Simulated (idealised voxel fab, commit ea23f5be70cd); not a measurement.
process module | voxel fin reveal
The figure presents cross-section cut, which has a width of 200 nm and is divided into square cells with an edge length of 5 nm.
Notation: cross-section as square-cell grid; stated in bands, top first, going down; one or more cell rows per band.
What a band's entry tells you: where the top is and where the bottom is, as heights in nm, and after that what lies inside, material by material from left to right, each with its width in nm. Empty space is written as the word "empty", and a single material marked with the word "throughout" occupies the band from edge to edge.
Heights are expressed relative to 0, this being the level below which the as-received wafer comprises one material exclusively. The lowest band is unbounded in the downward direction and is denoted as in "z 0 and below".
Width spec "30..40" -> top row of cells at first value, bottom row at second value, equal per-row change in between.
Step marked "nothing altered"? Then no cell in the cross-section changed in it.
You'll see "Fully closed voids" listing empty spaces that have no way open to the top, as long as they're 8 cells or more; the notation is width x height at distance, where the distance is from the left edge, and all of it is in nm.
Where a step's line continues beyond its settings, the continuation is a remark by the simulator itself on that step.
Among the settings permitted on a step's line is "overlay nm"; applied to a step with a mask, it specifies the extent to which the mask lay to the right of its planned position, whereas a negative figure signifies a position to the left.

## This section lists the process steps that were planned
1) op RECEIVE | material Si
2) op CONFORMAL_DEP | material SiN | thk nm 5
3) op DIRECTIONAL_DEP | material aC | thk nm 15
4) op PATTERN | tone cover | mask id FINS | material resist | width nm 15 | pitch nm 35 | thk nm 35 | overlay nm 0
5) op DIRECTIONAL_ETCH | etch materials aC | depth nm 15
6) op STRIP | etch materials resist
7) op DIRECTIONAL_ETCH | etch materials SiN | depth nm 5
8) op DIRECTIONAL_ETCH | etch materials Si | depth nm 35
9) op STRIP | etch materials aC
10) op OXIDIZE | depth nm 5
11) op FILL_DEP | material SiO2 | thk nm 15
12) op CMP | height nm 5
13) op SELECTIVE_ETCH | etch materials SiO2 | depth nm 20
14) op STRIP | etch materials SiN
15) op CONFORMAL_DEP | material SiO2 | thk nm 5

## Account of the first of two wafers, which was processed as intended

## As received (post step 1): cross-section
    z 0 and below | Si throughout
    Fully closed voids: none

## Step 2 done - wafer cross-section
    z 5 to 0 | SiN throughout
    Whatever lies below 0 is exactly as it was before.

## Step 3 done - wafer cross-section
    z 20 to 5 | aC throughout
    Whatever lies below 5 is exactly as it was before.

## Step 4 done - wafer cross-section
    z 55 to 20 | empty=75, resist=15, empty=20, resist=15, empty=75
    Whatever lies below 20 is exactly as it was before.

## Step 5 done - wafer cross-section
    z 40 to 20 | empty=75, resist=15, empty=20, resist=15, empty=75
    z 20 to 5 | empty=75, aC=15, empty=20, aC=15, empty=75
    Whatever lies below 5 is exactly as it was before.

## Step 6 done - wafer cross-section
    z 20 to 5 | empty=75, aC=15, empty=20, aC=15, empty=75
    Whatever lies below 5 is exactly as it was before.

## Step 7 done - wafer cross-section
    z 20 to 5 | empty=75, aC=15, empty=20, aC=15, empty=75
    z 5 to 0 | empty=75, SiN=15, empty=20, SiN=15, empty=75
    Whatever lies below 0 is exactly as it was before.

## Step 8 done - wafer cross-section
    z 20 to 5 | empty=75, aC=15, empty=20, aC=15, empty=75
    z 5 to 0 | empty=75, SiN=15, empty=20, SiN=15, empty=75
    z 0 to -35 | empty=75, Si=15, empty=20, Si=15, empty=75
    Whatever lies below -35 is exactly as it was before.

## Step 9 done - wafer cross-section
    z 5 to 0 | empty=75, SiN=15, empty=20, SiN=15, empty=75
    Whatever lies below 0 is exactly as it was before.

## Step 10 done - wafer cross-section
    z 5 to 0 | empty=75, SiN=15, empty=20, SiN=15, empty=75
    z 0 to -35 | empty=75, SiO2=5, Si=5, SiO2=5, empty=20, SiO2=5, Si=5, SiO2=5, empty=75
    z -35 to -40 | SiO2=80, Si=5, SiO2=30, Si=5, SiO2=80
    Whatever lies below -40 is exactly as it was before.

## Step 11 done - wafer cross-section
    z 20 to 5 | SiO2 throughout
    z 5 to 0 | SiO2=75, SiN=15, SiO2=20, SiN=15, SiO2=75
    z 0 to -40 | SiO2=80, Si=5, SiO2=30, Si=5, SiO2=80
    Whatever lies below -40 is exactly as it was before.

## Step 12 done - wafer cross-section
    z 5 to 0 | SiO2=75, SiN=15, SiO2=20, SiN=15, SiO2=75
    Whatever lies below 0 is exactly as it was before.

## Step 13 done - wafer cross-section
    z 5 to 0 | empty=75, SiN=15, empty=20, SiN=15, empty=75
    z 0 to -15 | empty=80, Si=5, empty=30, Si=5, empty=80
    Whatever lies below -15 is exactly as it was before.

## Step 14 done - wafer cross-section
    z 0 to -15 | empty=80, Si=5, empty=30, Si=5, empty=80
    Whatever lies below -15 is exactly as it was before.

## Step 15 done - wafer cross-section
    z 5 to 0 | empty=75, SiO2=15, empty=20, SiO2=15, empty=75
    z 0 to -10 | empty=75, SiO2=5, Si=5, SiO2=5, empty=20, SiO2=5, Si=5, SiO2=5, empty=75
    z -10 to -40 | SiO2=80, Si=5, SiO2=30, Si=5, SiO2=80
    Whatever lies below -40 is exactly as it was before.

## The second wafer was prepared from the same starting point and under the same plan as the first; its processing contained one mistake, and it remains indistinguishable from the first wafer up to and including step 3

## What the second wafer looks like in cross-section when step 4 should have wrapped up
    z 55 to 20 | empty=75, resist=20, empty=15, resist=20, empty=70
    Whatever lies below 20 is exactly as it was before.

## What the second wafer looks like in cross-section when step 5 should have wrapped up
    z 40 to 20 | empty=75, resist=20, empty=15, resist=20, empty=70
    z 20 to 5 | empty=75, aC=20, empty=15, aC=20, empty=70
    Whatever lies below 5 is exactly as it was before.

## What the second wafer looks like in cross-section when step 6 should have wrapped up
    z 20 to 5 | empty=75, aC=20, empty=15, aC=20, empty=70
    Whatever lies below 5 is exactly as it was before.

## What the second wafer looks like in cross-section when step 7 should have wrapped up
    z 20 to 5 | empty=75, aC=20, empty=15, aC=20, empty=70
    z 5 to 0 | empty=75, SiN=20, empty=15, SiN=20, empty=70
    Whatever lies below 0 is exactly as it was before.

## What the second wafer looks like in cross-section when step 8 should have wrapped up
    z 20 to 5 | empty=75, aC=20, empty=15, aC=20, empty=70
    z 5 to 0 | empty=75, SiN=20, empty=15, SiN=20, empty=70
    z 0 to -35 | empty=75, Si=20, empty=15, Si=20, empty=70
    Whatever lies below -35 is exactly as it was before.

## What the second wafer looks like in cross-section when step 9 should have wrapped up
    z 5 to 0 | empty=75, SiN=20, empty=15, SiN=20, empty=70
    Whatever lies below 0 is exactly as it was before.

## What the second wafer looks like in cross-section when step 10 should have wrapped up
    z 5 to 0 | empty=75, SiN=20, empty=15, SiN=20, empty=70
    z 0 to -35 | empty=75, SiO2=5, Si=10, SiO2=5, empty=15, SiO2=5, Si=10, SiO2=5, empty=70
    z -35 to -40 | SiO2=80, Si=10, SiO2=25, Si=10, SiO2=75
    Whatever lies below -40 is exactly as it was before.

## What the second wafer looks like in cross-section when step 11 should have wrapped up
    z 20 to 5 | SiO2 throughout
    z 5 to 0 | SiO2=75, SiN=20, SiO2=15, SiN=20, SiO2=70
    z 0 to -40 | SiO2=80, Si=10, SiO2=25, Si=10, SiO2=75
    Whatever lies below -40 is exactly as it was before.

## What the second wafer looks like in cross-section when step 12 should have wrapped up
    z 5 to 0 | SiO2=75, SiN=20, SiO2=15, SiN=20, SiO2=70
    Whatever lies below 0 is exactly as it was before.

## What the second wafer looks like in cross-section when step 13 should have wrapped up
    z 5 to 0 | empty=75, SiN=20, empty=15, SiN=20, empty=70
    z 0 to -15 | empty=80, Si=10, empty=25, Si=10, empty=75
    Whatever lies below -15 is exactly as it was before.

## What the second wafer looks like in cross-section when step 14 should have wrapped up
    z 0 to -15 | empty=80, Si=10, empty=25, Si=10, empty=75
    Whatever lies below -15 is exactly as it was before.

## What the second wafer looks like in cross-section when step 15 should have wrapped up
    z 5 to 0 | empty=75, SiO2=20, empty=15, SiO2=20, empty=70
    z 0 to -10 | empty=75, SiO2=5, Si=10, SiO2=5, empty=15, SiO2=5, Si=10, SiO2=5, empty=70
    z -10 to -40 | SiO2=80, Si=10, SiO2=25, Si=10, SiO2=75
    Whatever lies below -40 is exactly as it was before.
Which mistake was made when the wafer was run? step 4 went in with a setting other than planned; the actual run was op PATTERN | tone cover | mask id FINS | material resist | width nm 20 | pitch nm 35 | thk nm 35 | overlay nm 0
Final tally in cells, some materials are higher or lower on the second wafer than on the first: 16 more of Si | 10 fewer of SiO2
